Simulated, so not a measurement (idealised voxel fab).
This section sets out a process module, namely voxel self aligned contacts.
Section shown: cut. Width: 250 nm. Cell size: 5 nm, square.
This document writes a cross-section as a grid whose cells are square, and gives it as bands, listed from the top down; one or more rows of cells form a band. Top, bottom (nm), then materials left to right with widths (nm); lone material tagged "full width" fills the whole band edge to edge; "empty" = empty space. Counting heights begins at 0, where everything beneath is, in the wafer as received, one material. The lowest band has no bottom; it goes on downwards, as "from 0 down" shows. Note: "30->40" means the width goes from the first number (top row of the band) to the second number (bottom row) in equal steps per row of cells. For the purposes of this document, the phrase "nothing different" attached to a step denotes that no cell within the cross-section was modified by that step. So "Closed void inventory" is basically the list of trapped voids: any empty space of 8 cells or more that can't reach the top through an opening. They're written width x height at distance, the distance being from the left edge, and it's all nm. What comes after the settings on a step's line is commentary from the simulator itself on that step. For masked steps, "overlay nm" on the step line gives how far right of plan the mask actually lay; a minus sign means it lay to the left. Pairs follow: section before one process step, section after it down to the lowest changed band, step with settings underneath. Pairs may come from different runs of this module on the same starting wafer; continuity with the pair above only as stated in the "Pre-process" entry.
Pre-process
* from 0 down: Si full width
* Closed void inventory: none
Section, Post-Step
* from 0 to -5: SiO2 full width
* Everything under -5 stays put, no change at all.
* Closed void inventory: none
the step between: OXIDIZE: depth nm 5
Pre-process: identical to the post-step cross-section of the immediately preceding pair.
Section, Post-Step
* from 20 to 0: polySi full width
* Everything under 0 stays put, no change at all.
* Closed void inventory: none
the step between: DIRECTIONAL_DEP: material polySi, thk nm 20
Pre-process: identical to the post-step cross-section of the immediately preceding pair.
Section, Post-Step
* from 40 to 20: SiN full width
* Everything under 20 stays put, no change at all.
* Closed void inventory: none
the step between: DIRECTIONAL_DEP: material SiN, thk nm 20
Pre-process: identical to the post-step cross-section of the immediately preceding pair.
Section, Post-Step
* from 40 to 20: empty: 75 | SiN: 35 | empty: 25 | SiN: 35 | empty: 80
* Everything under 20 stays put, no change at all.
* Closed void inventory: none
the step between: MASKED_ETCH: tone cover, mask id GATE, width nm 35, pitch nm 60, etch materials SiN, depth nm 20, overlay nm 0
Pre-process: identical to the post-step cross-section of the immediately preceding pair.
Section, Post-Step
* from 40 to 20: empty: 75 | SiN: 35 | empty: 25 | SiN: 35 | empty: 80
* from 20 to 0: empty: 75 | polySi: 35 | empty: 25 | polySi: 35 | empty: 80
* Everything under 0 stays put, no change at all.
* Closed void inventory: none
the step between: MASKED_ETCH: tone cover, mask id GATE, width nm 35, pitch nm 60, etch materials polySi, depth nm 20, overlay nm 0
Pre-process: identical to the post-step cross-section of the immediately preceding pair.
Section, Post-Step
* from 45 to 20: empty: 70 | SiN: 45 | empty: 15 | SiN: 45 | empty: 75
* from 20 to 5: empty: 70 | SiN: 5 | polySi: 35 | SiN: 5 | empty: 15 | SiN: 5 | polySi: 35 | SiN: 5 | empty: 75
* from 5 to 0: SiN: 75 | polySi: 35 | SiN: 25 | polySi: 35 | SiN: 80
* Everything under 0 stays put, no change at all.
* Closed void inventory: none
the step between: CONFORMAL_DEP: material SiN, thk nm 5
Pre-process: identical to the post-step cross-section of the immediately preceding pair.
Section, Post-Step
* from 40 to 20: empty: 70 | SiN: 45 | empty: 15 | SiN: 45 | empty: 75
* from 20 to 0: empty: 70 | SiN: 5 | polySi: 35 | SiN: 5 | empty: 15 | SiN: 5 | polySi: 35 | SiN: 5 | empty: 75
* Everything under 0 stays put, no change at all.
* Closed void inventory: none
the step between: DIRECTIONAL_ETCH: etch materials SiN, depth nm 5
Pre-process: identical to the post-step cross-section of the immediately preceding pair.
Section, Post-Step
* from 60 to 40: SiO2 full width
* from 40 to 20: SiO2: 70 | SiN: 45 | SiO2: 15 | SiN: 45 | SiO2: 75
* from 20 to 0: SiO2: 70 | SiN: 5 | polySi: 35 | SiN: 5 | SiO2: 15 | SiN: 5 | polySi: 35 | SiN: 5 | SiO2: 75
* Everything under 0 stays put, no change at all.
* Closed void inventory: none
the step between: FILL_DEP: material SiO2, thk nm 20
Pre-process: identical to the post-step cross-section of the immediately preceding pair.
Section, Post-Step
* from 50 to 40: SiO2 full width
* Everything under 40 stays put, no change at all.
* Closed void inventory: none
the step between: CMP: height nm 50
Pre-process: identical to the post-step cross-section of the immediately preceding pair.
Section, Post-Step
* from 65 to 50: resist: 100 | empty: 45 | resist: 105
* Everything under 50 stays put, no change at all.
* Closed void inventory: none
the step between: PATTERN: tone open, mask id CONTACT, material resist, width nm 45, thk nm 15, overlay nm 0
Pre-process: identical to the post-step cross-section of the immediately preceding pair.
Section, Post-Step
* from 65 to 50: resist: 100 | empty: 45 | resist: 105
* from 50 to 40: SiO2: 100 | empty: 45 | SiO2: 105
* from 40 to 20: SiO2: 70 | SiN: 45 | empty: 15 | SiN: 45 | SiO2: 75
* from 20 to 0: SiO2: 70 | SiN: 5 | polySi: 35 | SiN: 5 | empty: 15 | SiN: 5 | polySi: 35 | SiN: 5 | SiO2: 75
* from 0 to -5: SiO2: 115 | empty: 15 | SiO2: 120
* Everything under -5 stays put, no change at all.
* Closed void inventory: none
the step between: DIRECTIONAL_ETCH: etch materials SiO2, depth nm 55
Pre-process: identical to the post-step cross-section of the immediately preceding pair.
Section, Post-Step
* from 50 to 40: SiO2: 100 | empty: 45 | SiO2: 105
* Everything under 40 stays put, no change at all.
* Closed void inventory: none
the step between: STRIP: etch materials resist
Pre-process: identical to the post-step cross-section of the immediately preceding pair.
Section, Post-Step
* from 55 to 50: TiN: 105 | empty: 35 | TiN: 110
* from 50 to 40: SiO2: 100 | TiN: 5->20 | empty: 35->5 | TiN: 5->20 | SiO2: 105
* from 40 to 20: SiO2: 70 | SiN: 45 | TiN: 5 | empty: 5 | TiN: 5 | SiN: 45 | SiO2: 75
* from 20 to 0: SiO2: 70 | SiN: 5 | polySi: 35 | SiN: 5 | TiN: 5 | empty: 5 | TiN: 5 | SiN: 5 | polySi: 35 | SiN: 5 | SiO2: 75
* from 0 to -5: SiO2: 115 | TiN: 15 | SiO2: 120
* Everything under -5 stays put, no change at all.
* Closed void inventory: none
the step between: CONFORMAL_DEP: material TiN, thk nm 5
Pre-process: identical to the post-step cross-section of the immediately preceding pair.
Section, Post-Step
* from 60 to 55: Ru full width
* from 55 to 50: TiN: 105 | Ru: 35 | TiN: 110
* from 50 to 40: SiO2: 100 | TiN: 5->20 | Ru: 35->5 | TiN: 5->20 | SiO2: 105
* from 40 to 20: SiO2: 70 | SiN: 45 | TiN: 5 | Ru: 5 | TiN: 5 | SiN: 45 | SiO2: 75
* from 20 to 0: SiO2: 70 | SiN: 5 | polySi: 35 | SiN: 5 | TiN: 5 | Ru: 5 | TiN: 5 | SiN: 5 | polySi: 35 | SiN: 5 | SiO2: 75
* Everything under 0 stays put, no change at all.
* Closed void inventory: none
the step between: FILL_DEP: material Ru, thk nm 5
Pre-process: identical to the post-step cross-section of the immediately preceding pair.
Section, Post-Step
* from 50 to 40: SiO2: 100 | TiN: 5->20 | Ru: 35->5 | TiN: 5->20 | SiO2: 105
* Everything under 40 stays put, no change at all.
* Closed void inventory: none
the step between: CMP: height nm 50
Pre-process: identical to the post-step cross-section of the immediately preceding pair.
Section, Post-Step
* from 55 to 50: SiN full width
* Everything under 50 stays put, no change at all.
* Closed void inventory: none
the step between: CONFORMAL_DEP: material SiN, thk nm 5
Pre-process
* from 0 down: Si full width
* Closed void inventory: none
Section, Post-Step
* from 20 to 0: polySi full width
* Everything under 0 stays put, no change at all.
* Closed void inventory: none
the step between: DIRECTIONAL_DEP: material polySi, thk nm 20
Pre-process: identical to the post-step cross-section of the immediately preceding pair.
Section, Post-Step
* from 40 to 20: SiN full width
* Everything under 20 stays put, no change at all.
* Closed void inventory: none
the step between: DIRECTIONAL_DEP: material SiN, thk nm 20
Pre-process: identical to the post-step cross-section of the immediately preceding pair.
Section, Post-Step
* from 40 to 20: empty: 75 | SiN: 35 | empty: 25 | SiN: 35 | empty: 80
* Everything under 20 stays put, no change at all.
* Closed void inventory: none
the step between: MASKED_ETCH: tone cover, mask id GATE, width nm 35, pitch nm 60, etch materials SiN, depth nm 20, overlay nm 0
Pre-process: identical to the post-step cross-section of the immediately preceding pair.
Section, Post-Step
* from 40 to 20: empty: 75 | SiN: 35 | empty: 25 | SiN: 35 | empty: 80
* from 20 to 0: empty: 75 | polySi: 35 | empty: 25 | polySi: 35 | empty: 80
* Everything under 0 stays put, no change at all.
* Closed void inventory: none
the step between: MASKED_ETCH: tone cover, mask id GATE, width nm 35, pitch nm 60, etch materials polySi, depth nm 20, overlay nm 0
Pre-process: identical to the post-step cross-section of the immediately preceding pair.
Section, Post-Step
* from 45 to 20: empty: 70 | SiN: 45 | empty: 15 | SiN: 45 | empty: 75
* from 20 to 5: empty: 70 | SiN: 5 | polySi: 35 | SiN: 5 | empty: 15 | SiN: 5 | polySi: 35 | SiN: 5 | empty: 75
* from 5 to 0: SiN: 75 | polySi: 35 | SiN: 25 | polySi: 35 | SiN: 80
* Everything under 0 stays put, no change at all.
* Closed void inventory: none
the step between: CONFORMAL_DEP: material SiN, thk nm 5
Pre-process: identical to the post-step cross-section of the immediately preceding pair.
Section, Post-Step
* from 40 to 20: empty: 70 | SiN: 45 | empty: 15 | SiN: 45 | empty: 75
* from 20 to 0: empty: 70 | SiN: 5 | polySi: 35 | SiN: 5 | empty: 15 | SiN: 5 | polySi: 35 | SiN: 5 | empty: 75
* Everything under 0 stays put, no change at all.
* Closed void inventory: none
the step between: DIRECTIONAL_ETCH: etch materials SiN, depth nm 5
Pre-process: identical to the post-step cross-section of the immediately preceding pair.
Section, Post-Step
* from 60 to 40: SiO2 full width
* from 40 to 20: SiO2: 70 | SiN: 45 | SiO2: 15 | SiN: 45 | SiO2: 75
* from 20 to 0: SiO2: 70 | SiN: 5 | polySi: 35 | SiN: 5 | SiO2: 15 | SiN: 5 | polySi: 35 | SiN: 5 | SiO2: 75
* Everything under 0 stays put, no change at all.
* Closed void inventory: none
the step between: FILL_DEP: material SiO2, thk nm 20
Pre-process: identical to the post-step cross-section of the immediately preceding pair.
Section, Post-Step
* from 50 to 40: SiO2 full width
* Everything under 40 stays put, no change at all.
* Closed void inventory: none
the step between: CMP: height nm 50
Pre-process: identical to the post-step cross-section of the immediately preceding pair.
Section, Post-Step
* from 65 to 50: resist: 100 | empty: 45 | resist: 105
* Everything under 50 stays put, no change at all.
* Closed void inventory: none
the step between: PATTERN: tone open, mask id CONTACT, material resist, width nm 45, thk nm 15, overlay nm 0
Pre-process: identical to the post-step cross-section of the immediately preceding pair.
Section, Post-Step
* from 65 to 50: resist: 100 | empty: 45 | resist: 105
* from 50 to 40: SiO2: 100 | empty: 45 | SiO2: 105
* from 40 to 20: SiO2: 70 | SiN: 45 | empty: 15 | SiN: 45 | SiO2: 75
* from 20 to 0: SiO2: 70 | SiN: 5 | polySi: 35 | SiN: 5 | empty: 15 | SiN: 5 | polySi: 35 | SiN: 5 | SiO2: 75
* Everything under 0 stays put, no change at all.
* Closed void inventory: none
the step between: DIRECTIONAL_ETCH: etch materials SiO2, depth nm 55
Pre-process: identical to the post-step cross-section of the immediately preceding pair.
Section, Post-Step
* from 50 to 40: SiO2: 100 | empty: 45 | SiO2: 105
* Everything under 40 stays put, no change at all.
* Closed void inventory: none
the step between: STRIP: etch materials resist
Pre-process: identical to the post-step cross-section of the immediately preceding pair.
Section, Post-Step
* from 55 to 50: TiN: 105 | empty: 35 | TiN: 110
* from 50 to 40: SiO2: 100 | TiN: 5->20 | empty: 35->5 | TiN: 5->20 | SiO2: 105
* from 40 to 20: SiO2: 70 | SiN: 45 | TiN: 5 | empty: 5 | TiN: 5 | SiN: 45 | SiO2: 75
* from 20 to 5: SiO2: 70 | SiN: 5 | polySi: 35 | SiN: 5 | TiN: 5 | empty: 5 | TiN: 5 | SiN: 5 | polySi: 35 | SiN: 5 | SiO2: 75
* from 5 to 0: SiO2: 70 | SiN: 5 | polySi: 35 | SiN: 5 | TiN: 15 | SiN: 5 | polySi: 35 | SiN: 5 | SiO2: 75
* Everything under 0 stays put, no change at all.
* Closed void inventory: none
the step between: CONFORMAL_DEP: material TiN, thk nm 5
Pre-process: identical to the post-step cross-section of the immediately preceding pair.
Section, Post-Step
* from 60 to 55: Ru full width
* from 55 to 50: TiN: 105 | Ru: 35 | TiN: 110
* from 50 to 40: SiO2: 100 | TiN: 5->20 | Ru: 35->5 | TiN: 5->20 | SiO2: 105
* from 40 to 20: SiO2: 70 | SiN: 45 | TiN: 5 | Ru: 5 | TiN: 5 | SiN: 45 | SiO2: 75
* from 20 to 5: SiO2: 70 | SiN: 5 | polySi: 35 | SiN: 5 | TiN: 5 | Ru: 5 | TiN: 5 | SiN: 5 | polySi: 35 | SiN: 5 | SiO2: 75
* Everything under 5 stays put, no change at all.
* Closed void inventory: none
the step between: FILL_DEP: material Ru, thk nm 5
Pre-process: identical to the post-step cross-section of the immediately preceding pair.
Section, Post-Step
* from 50 to 40: SiO2: 100 | TiN: 5->20 | Ru: 35->5 | TiN: 5->20 | SiO2: 105
* Everything under 40 stays put, no change at all.
* Closed void inventory: none
the step between: CMP: height nm 50
Pre-process: identical to the post-step cross-section of the immediately preceding pair.
Section, Post-Step
* from 55 to 50: SiN full width
* Everything under 50 stays put, no change at all.
* Closed void inventory: none
the step between: CONFORMAL_DEP: material SiN, thk nm 5
Pre-process
* from 20 to 0: polySi full width
* from 0 to -5: SiO2 full width
* from -5 down: Si full width
* Closed void inventory: none
Section, Post-Step
* from 40 to 0: polySi full width
* Everything under 0 stays put, no change at all.
* Closed void inventory: none
the step between: DIRECTIONAL_DEP: material polySi, thk nm 20
Pre-process: identical to the post-step cross-section of the immediately preceding pair.
Section, Post-Step
* from 60 to 40: SiN full width
* Everything under 40 stays put, no change at all.
* Closed void inventory: none
the step between: DIRECTIONAL_DEP: material SiN, thk nm 20
Pre-process: identical to the post-step cross-section of the immediately preceding pair.
Section, Post-Step
* from 60 to 40: empty: 75 | SiN: 35 | empty: 25 | SiN: 35 | empty: 80
* Everything under 40 stays put, no change at all.
* Closed void inventory: none
the step between: MASKED_ETCH: tone cover, mask id GATE, width nm 35, pitch nm 60, etch materials SiN, depth nm 20, overlay nm 0
Pre-process: identical to the post-step cross-section of the immediately preceding pair.
Section, Post-Step
* from 60 to 40: empty: 75 | SiN: 35 | empty: 25 | SiN: 35 | empty: 80
* from 40 to 20: empty: 75 | polySi: 35 | empty: 25 | polySi: 35 | empty: 80
* Everything under 20 stays put, no change at all.
* Closed void inventory: none
the step between: MASKED_ETCH: tone cover, mask id GATE, width nm 35, pitch nm 60, etch materials polySi, depth nm 20, overlay nm 0
Pre-process: identical to the post-step cross-section of the immediately preceding pair.
Section, Post-Step
* from 65 to 40: empty: 70 | SiN: 45 | empty: 15 | SiN: 45 | empty: 75
* from 40 to 25: empty: 70 | SiN: 5 | polySi: 35 | SiN: 5 | empty: 15 | SiN: 5 | polySi: 35 | SiN: 5 | empty: 75
* from 25 to 20: SiN: 75 | polySi: 35 | SiN: 25 | polySi: 35 | SiN: 80
* Everything under 20 stays put, no change at all.
* Closed void inventory: none
the step between: CONFORMAL_DEP: material SiN, thk nm 5
Pre-process: identical to the post-step cross-section of the immediately preceding pair.
Section, Post-Step
* from 60 to 40: empty: 70 | SiN: 45 | empty: 15 | SiN: 45 | empty: 75
* from 40 to 20: empty: 70 | SiN: 5 | polySi: 35 | SiN: 5 | empty: 15 | SiN: 5 | polySi: 35 | SiN: 5 | empty: 75
* Everything under 20 stays put, no change at all.
* Closed void inventory: none
the step between: DIRECTIONAL_ETCH: etch materials SiN, depth nm 5
Pre-process: identical to the post-step cross-section of the immediately preceding pair.
Section, Post-Step
* from 80 to 60: SiO2 full width
* from 60 to 40: SiO2: 70 | SiN: 45 | SiO2: 15 | SiN: 45 | SiO2: 75
* from 40 to 20: SiO2: 70 | SiN: 5 | polySi: 35 | SiN: 5 | SiO2: 15 | SiN: 5 | polySi: 35 | SiN: 5 | SiO2: 75
* Everything under 20 stays put, no change at all.
* Closed void inventory: none
the step between: FILL_DEP: material SiO2, thk nm 20
Pre-process: identical to the post-step cross-section of the immediately preceding pair.
Section, Post-Step
* from 50 to 40: SiO2: 70 | SiN: 45 | SiO2: 15 | SiN: 45 | SiO2: 75
* Everything under 40 stays put, no change at all.
* Closed void inventory: none
the step between: CMP: height nm 50
Pre-process: identical to the post-step cross-section of the immediately preceding pair.
Section, Post-Step
* from 65 to 50: resist: 100 | empty: 45 | resist: 105
* Everything under 50 stays put, no change at all.
* Closed void inventory: none
the step between: PATTERN: tone open, mask id CONTACT, material resist, width nm 45, thk nm 15, overlay nm 0
Pre-process: identical to the post-step cross-section of the immediately preceding pair.
Section, Post-Step
* from 65 to 50: resist: 100 | empty: 45 | resist: 105
* from 50 to 40: SiO2: 70 | SiN: 45 | empty: 15 | SiN: 45 | SiO2: 75
* from 40 to 20: SiO2: 70 | SiN: 5 | polySi: 35 | SiN: 5 | empty: 15 | SiN: 5 | polySi: 35 | SiN: 5 | SiO2: 75
* Everything under 20 stays put, no change at all.
* Closed void inventory: none
the step between: DIRECTIONAL_ETCH: etch materials SiO2, depth nm 55
Pre-process: identical to the post-step cross-section of the immediately preceding pair.
Section, Post-Step
* from 50 to 40: SiO2: 70 | SiN: 45 | empty: 15 | SiN: 45 | SiO2: 75
* Everything under 40 stays put, no change at all.
* Closed void inventory: none
the step between: STRIP: etch materials resist
Pre-process: identical to the post-step cross-section of the immediately preceding pair.
Section, Post-Step
* from 55 to 50: TiN: 120 | empty: 5 | TiN: 125
* from 50 to 40: SiO2: 70 | SiN: 45 | TiN: 5 | empty: 5 | TiN: 5 | SiN: 45 | SiO2: 75
* from 40 to 25: SiO2: 70 | SiN: 5 | polySi: 35 | SiN: 5 | TiN: 5 | empty: 5 | TiN: 5 | SiN: 5 | polySi: 35 | SiN: 5 | SiO2: 75
* from 25 to 20: SiO2: 70 | SiN: 5 | polySi: 35 | SiN: 5 | TiN: 15 | SiN: 5 | polySi: 35 | SiN: 5 | SiO2: 75
* Everything under 20 stays put, no change at all.
* Closed void inventory: none
the step between: CONFORMAL_DEP: material TiN, thk nm 5
Pre-process: identical to the post-step cross-section of the immediately preceding pair.
Section, Post-Step
* from 60 to 55: Ru full width
* from 55 to 50: TiN: 120 | Ru: 5 | TiN: 125
* from 50 to 40: SiO2: 70 | SiN: 45 | TiN: 5 | Ru: 5 | TiN: 5 | SiN: 45 | SiO2: 75
* from 40 to 25: SiO2: 70 | SiN: 5 | polySi: 35 | SiN: 5 | TiN: 5 | Ru: 5 | TiN: 5 | SiN: 5 | polySi: 35 | SiN: 5 | SiO2: 75
* Everything under 25 stays put, no change at all.
* Closed void inventory: none
the step between: FILL_DEP: material Ru, thk nm 5
Pre-process: identical to the post-step cross-section of the immediately preceding pair.
Section, Post-Step
* from 50 to 40: SiO2: 70 | SiN: 45 | TiN: 5 | Ru: 5 | TiN: 5 | SiN: 45 | SiO2: 75
* Everything under 40 stays put, no change at all.
* Closed void inventory: none
the step between: CMP: height nm 50
Pre-process: identical to the post-step cross-section of the immediately preceding pair.
Section, Post-Step
* from 55 to 50: SiN full width
* Everything under 50 stays put, no change at all.
* Closed void inventory: none
the step between: CONFORMAL_DEP: material SiN, thk nm 5
Pre-process
* from 20 to 0: polySi full width
* from 0 down: Si full width
* Closed void inventory: none
Section, Post-Step
* from 20 to 15: SiO2 full width
* Everything under 15 stays put, no change at all.
* Closed void inventory: none
the step between: OXIDIZE: depth nm 5
Pre-process: identical to the post-step cross-section of the immediately preceding pair.
Section, Post-Step
* from 40 to 20: SiN full width
* Everything under 20 stays put, no change at all.
* Closed void inventory: none
the step between: DIRECTIONAL_DEP: material SiN, thk nm 20
Pre-process: identical to the post-step cross-section of the immediately preceding pair.
Section, Post-Step
* from 40 to 20: empty: 75 | SiN: 35 | empty: 25 | SiN: 35 | empty: 80
* Everything under 20 stays put, no change at all.
* Closed void inventory: none
the step between: MASKED_ETCH: tone cover, mask id GATE, width nm 35, pitch nm 60, etch materials SiN, depth nm 20, overlay nm 0
Pre-process: identical to the post-step cross-section of the immediately preceding pair.
Section, Post-Step
* from 45 to 25: empty: 70 | SiN: 45 | empty: 15 | SiN: 45 | empty: 75
* from 25 to 20: SiN full width
* Everything under 20 stays put, no change at all.
* Closed void inventory: none
the step between: CONFORMAL_DEP: material SiN, thk nm 5
Pre-process: identical to the post-step cross-section of the immediately preceding pair.
Section, Post-Step
* from 40 to 20: empty: 70 | SiN: 45 | empty: 15 | SiN: 45 | empty: 75
* Everything under 20 stays put, no change at all.
* Closed void inventory: none
the step between: DIRECTIONAL_ETCH: etch materials SiN, depth nm 5
Pre-process: identical to the post-step cross-section of the immediately preceding pair.
Section, Post-Step
* from 60 to 40: SiO2 full width
* from 40 to 20: SiO2: 70 | SiN: 45 | SiO2: 15 | SiN: 45 | SiO2: 75
* Everything under 20 stays put, no change at all.
* Closed void inventory: none
the step between: FILL_DEP: material SiO2, thk nm 20
Pre-process: identical to the post-step cross-section of the immediately preceding pair.
Section, Post-Step
* from 50 to 40: SiO2 full width
* Everything under 40 stays put, no change at all.
* Closed void inventory: none
the step between: CMP: height nm 50
Pre-process: identical to the post-step cross-section of the immediately preceding pair.
Section, Post-Step
* from 65 to 50: resist: 100 | empty: 45 | resist: 105
* Everything under 50 stays put, no change at all.
* Closed void inventory: none
the step between: PATTERN: tone open, mask id CONTACT, material resist, width nm 45, thk nm 15, overlay nm 0
Pre-process: identical to the post-step cross-section of the immediately preceding pair.
Section, Post-Step
* from 65 to 50: resist: 100 | empty: 45 | resist: 105
* from 50 to 40: SiO2: 100 | empty: 45 | SiO2: 105
* from 40 to 20: SiO2: 70 | SiN: 45 | empty: 15 | SiN: 45 | SiO2: 75
* from 20 to 15: SiO2: 115 | empty: 15 | SiO2: 120
* Everything under 15 stays put, no change at all.
* Closed void inventory: none
the step between: DIRECTIONAL_ETCH: etch materials SiO2, depth nm 55
Pre-process: identical to the post-step cross-section of the immediately preceding pair.
Section, Post-Step
* from 50 to 40: SiO2: 100 | empty: 45 | SiO2: 105
* Everything under 40 stays put, no change at all.
* Closed void inventory: none
the step between: STRIP: etch materials resist
Pre-process: identical to the post-step cross-section of the immediately preceding pair.
Section, Post-Step
* from 55 to 50: TiN: 105 | empty: 35 | TiN: 110
* from 50 to 40: SiO2: 100 | TiN: 5->20 | empty: 35->5 | TiN: 5->20 | SiO2: 105
* from 40 to 20: SiO2: 70 | SiN: 45 | TiN: 5 | empty: 5 | TiN: 5 | SiN: 45 | SiO2: 75
* from 20 to 15: SiO2: 115 | TiN: 15 | SiO2: 120
* Everything under 15 stays put, no change at all.
* Closed void inventory: none
the step between: CONFORMAL_DEP: material TiN, thk nm 5
Pre-process: identical to the post-step cross-section of the immediately preceding pair.
Section, Post-Step
* from 60 to 55: Ru full width
* from 55 to 50: TiN: 105 | Ru: 35 | TiN: 110
* from 50 to 40: SiO2: 100 | TiN: 5->20 | Ru: 35->5 | TiN: 5->20 | SiO2: 105
* from 40 to 20: SiO2: 70 | SiN: 45 | TiN: 5 | Ru: 5 | TiN: 5 | SiN: 45 | SiO2: 75
* Everything under 20 stays put, no change at all.
* Closed void inventory: none
the step between: FILL_DEP: material Ru, thk nm 5
Pre-process: identical to the post-step cross-section of the immediately preceding pair.
Section, Post-Step
* from 50 to 40: SiO2: 100 | TiN: 5->20 | Ru: 35->5 | TiN: 5->20 | SiO2: 105
* Everything under 40 stays put, no change at all.
* Closed void inventory: none
the step between: CMP: height nm 50
Pre-process: identical to the post-step cross-section of the immediately preceding pair.
Section, Post-Step
* from 55 to 50: SiN full width
* Everything under 50 stays put, no change at all.
* Closed void inventory: none
the step between: CONFORMAL_DEP: material SiN, thk nm 5
Pre-process
* from 0 down: Si full width
* Closed void inventory: none
Section, Post-Step
* from 0 to -15: SiO2 full width
* Everything under -15 stays put, no change at all.
* Closed void inventory: none
the step between: OXIDIZE: depth nm 15
Pre-process: identical to the post-step cross-section of the immediately preceding pair.
Section, Post-Step
* from 20 to 0: polySi full width
* Everything under 0 stays put, no change at all.
* Closed void inventory: none
the step between: DIRECTIONAL_DEP: material polySi, thk nm 20
Pre-process: identical to the post-step cross-section of the immediately preceding pair.
Section, Post-Step
* from 40 to 20: SiN full width
* Everything under 20 stays put, no change at all.
* Closed void inventory: none
the step between: DIRECTIONAL_DEP: material SiN, thk nm 20
Pre-process: identical to the post-step cross-section of the immediately preceding pair.
Section, Post-Step
* from 40 to 20: empty: 75 | SiN: 35 | empty: 25 | SiN: 35 | empty: 80
* Everything under 20 stays put, no change at all.
* Closed void inventory: none
the step between: MASKED_ETCH: tone cover, mask id GATE, width nm 35, pitch nm 60, etch materials SiN, depth nm 20, overlay nm 0
Pre-process: identical to the post-step cross-section of the immediately preceding pair.
Section, Post-Step
* from 40 to 20: empty: 75 | SiN: 35 | empty: 25 | SiN: 35 | empty: 80
* from 20 to 0: empty: 75 | polySi: 35 | empty: 25 | polySi: 35 | empty: 80
* Everything under 0 stays put, no change at all.
* Closed void inventory: none
the step between: MASKED_ETCH: tone cover, mask id GATE, width nm 35, pitch nm 60, etch materials polySi, depth nm 20, overlay nm 0
Pre-process: identical to the post-step cross-section of the immediately preceding pair.
Section, Post-Step
* from 45 to 20: empty: 70 | SiN: 45 | empty: 15 | SiN: 45 | empty: 75
* from 20 to 5: empty: 70 | SiN: 5 | polySi: 35 | SiN: 5 | empty: 15 | SiN: 5 | polySi: 35 | SiN: 5 | empty: 75
* from 5 to 0: SiN: 75 | polySi: 35 | SiN: 25 | polySi: 35 | SiN: 80
* Everything under 0 stays put, no change at all.
* Closed void inventory: none
the step between: CONFORMAL_DEP: material SiN, thk nm 5
Pre-process: identical to the post-step cross-section of the immediately preceding pair.
Section, Post-Step
* from 40 to 20: empty: 70 | SiN: 45 | empty: 15 | SiN: 45 | empty: 75
* from 20 to 0: empty: 70 | SiN: 5 | polySi: 35 | SiN: 5 | empty: 15 | SiN: 5 | polySi: 35 | SiN: 5 | empty: 75
* Everything under 0 stays put, no change at all.
* Closed void inventory: none
the step between: DIRECTIONAL_ETCH: etch materials SiN, depth nm 5
Pre-process: identical to the post-step cross-section of the immediately preceding pair.
Section, Post-Step
* from 60 to 40: SiO2 full width
* from 40 to 20: SiO2: 70 | SiN: 45 | SiO2: 15 | SiN: 45 | SiO2: 75
* from 20 to 0: SiO2: 70 | SiN: 5 | polySi: 35 | SiN: 5 | SiO2: 15 | SiN: 5 | polySi: 35 | SiN: 5 | SiO2: 75
* Everything under 0 stays put, no change at all.
* Closed void inventory: none
the step between: FILL_DEP: material SiO2, thk nm 20
Pre-process: identical to the post-step cross-section of the immediately preceding pair.
Section, Post-Step
* from 50 to 40: SiO2 full width
* Everything under 40 stays put, no change at all.
* Closed void inventory: none
the step between: CMP: height nm 50
Pre-process: identical to the post-step cross-section of the immediately preceding pair.
Section, Post-Step
* from 65 to 50: resist: 100 | empty: 45 | resist: 105
* Everything under 50 stays put, no change at all.
* Closed void inventory: none
the step between: PATTERN: tone open, mask id CONTACT, material resist, width nm 45, thk nm 15, overlay nm 0
Pre-process: identical to the post-step cross-section of the immediately preceding pair.
Section, Post-Step
* from 65 to 50: resist: 100 | empty: 45 | resist: 105
* from 50 to 40: SiO2: 100 | empty: 45 | SiO2: 105
* from 40 to 20: SiO2: 70 | SiN: 45 | empty: 15 | SiN: 45 | SiO2: 75
* from 20 to 0: SiO2: 70 | SiN: 5 | polySi: 35 | SiN: 5 | empty: 15 | SiN: 5 | polySi: 35 | SiN: 5 | SiO2: 75
* from 0 to -5: SiO2: 115 | empty: 15 | SiO2: 120
* Everything under -5 stays put, no change at all.
* Closed void inventory: none
the step between: DIRECTIONAL_ETCH: etch materials SiO2, depth nm 55
Pre-process: identical to the post-step cross-section of the immediately preceding pair.
Section, Post-Step
* from 50 to 40: SiO2: 100 | empty: 45 | SiO2: 105
* Everything under 40 stays put, no change at all.
* Closed void inventory: none
the step between: STRIP: etch materials resist
Pre-process: identical to the post-step cross-section of the immediately preceding pair.
Section, Post-Step
* from 55 to 50: TiN: 105 | empty: 35 | TiN: 110
* from 50 to 40: SiO2: 100 | TiN: 5->20 | empty: 35->5 | TiN: 5->20 | SiO2: 105
* from 40 to 20: SiO2: 70 | SiN: 45 | TiN: 5 | empty: 5 | TiN: 5 | SiN: 45 | SiO2: 75
* from 20 to 0: SiO2: 70 | SiN: 5 | polySi: 35 | SiN: 5 | TiN: 5 | empty: 5 | TiN: 5 | SiN: 5 | polySi: 35 | SiN: 5 | SiO2: 75
* from 0 to -5: SiO2: 115 | TiN: 15 | SiO2: 120
* Everything under -5 stays put, no change at all.
* Closed void inventory: none
the step between: CONFORMAL_DEP: material TiN, thk nm 5
Pre-process: identical to the post-step cross-section of the immediately preceding pair.
Section, Post-Step
* from 60 to 55: Ru full width
* from 55 to 50: TiN: 105 | Ru: 35 | TiN: 110
* from 50 to 40: SiO2: 100 | TiN: 5->20 | Ru: 35->5 | TiN: 5->20 | SiO2: 105
* from 40 to 20: SiO2: 70 | SiN: 45 | TiN: 5 | Ru: 5 | TiN: 5 | SiN: 45 | SiO2: 75
* from 20 to 0: SiO2: 70 | SiN: 5 | polySi: 35 | SiN: 5 | TiN: 5 | Ru: 5 | TiN: 5 | SiN: 5 | polySi: 35 | SiN: 5 | SiO2: 75
* Everything under 0 stays put, no change at all.
* Closed void inventory: none
the step between: FILL_DEP: material Ru, thk nm 5
Pre-process: identical to the post-step cross-section of the immediately preceding pair.
Section, Post-Step
* from 50 to 40: SiO2: 100 | TiN: 5->20 | Ru: 35->5 | TiN: 5->20 | SiO2: 105
* Everything under 40 stays put, no change at all.
* Closed void inventory: none
the step between: CMP: height nm 50
Pre-process: identical to the post-step cross-section of the immediately preceding pair.
Section, Post-Step
* from 55 to 50: SiN full width
* Everything under 50 stays put, no change at all.
* Closed void inventory: none
the step between: CONFORMAL_DEP: material SiN, thk nm 5
